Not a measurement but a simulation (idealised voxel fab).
This section sets out a process module, namely voxel ribs on slabs.
145 nm wide, 5 nm square cells: that's cross-section cut.
The cross-sections in this document take the form of a grid made of square cells. They are written out as bands, in order from top to bottom. Each band consists of one or more rows of cells.
Band entry format. Leading values: height of top, height of bottom, nm. Remainder: materials in left-to-right order, each with its width in nm. Special words: "all across" on a single material, which then fills the band edge to edge; "empty", empty space.
All heights in this document are referenced to 0, defined as the level beneath which the wafer, as received, consists entirely of one material. The lowest band is not bounded below; it extends indefinitely downward and is written in the form "0 nm and below".
Width "30..40": first value at the band's top row of cells, second value at its bottom row, equal change from row to row.
Step marked "no alteration"? Then no cell in the cross-section changed in it.
"Voids lacking openings" lists enclosed empty spaces (at least 8 cells, no open path upward to the top), each as width x height at distance from the left edge, in nm.
after a step's settings: what the simulator itself notes on the step
The line of a step may include "overlay nm". On a step with a mask, this value is how far to the right of its planned place the mask lay. A negative value means the mask lay to the left.
Process steps foreseen in the plan:
1. RECEIVE with material Si
2. DIRECTIONAL_DEP with material SiO2, thk nm 25
3. DIRECTIONAL_DEP with material SiN, thk nm 20
4. DIRECTIONAL_DEP with material aC, thk nm 15
5. PATTERN with tone cover, mask id RIB, material resist, width nm 30, thk nm 35, overlay nm 0
6. DIRECTIONAL_ETCH with etch materials aC, depth nm 15
7. STRIP with etch materials resist
8. DIRECTIONAL_ETCH with etch materials SiN, depth nm 5
9. STRIP with etch materials aC
10. PATTERN with tone cover, mask id SLAB, material resist, width nm 90, thk nm 20, overlay nm 0
11. DIRECTIONAL_ETCH with etch materials SiN, depth nm 15
12. STRIP with etch materials resist
13. FILL_DEP with material SiO2, thk nm 15
14. CMP with height nm 55
15. DIRECTIONAL_DEP with material TiN, thk nm 5
16. MASKED_ETCH with tone cover, mask id HEATER, width nm 40, etch materials TiN, depth nm 5, overlay nm 0
17. CONFORMAL_DEP with material SiO2, thk nm 10
Cross-section of the wafer as it came to us, i.e., already through step 1:
  0 nm and below = Si all across
  Voids lacking openings: none
Here's the wafer cut in cross-section after the module, started and planned just like above, except one thing was done wrong in the run:
  70 nm to 65 nm = 40 of empty / 60 of SiO2 / 45 of empty
  65 nm to 60 nm = SiO2 all across
  60 nm to 55 nm = 50 of SiO2 / 40 of TiN / 55 of SiO2
  55 nm to 45 nm = 25 of SiO2 / 90 of SiN / 30 of SiO2
  45 nm to 25 nm = SiN all across
  25 nm to 0 nm = SiO2 all across
  0 nm and below = Si all across
  Voids lacking openings: none
Which mistake was made when the wafer was run? step 3 of the plan was executed twice over
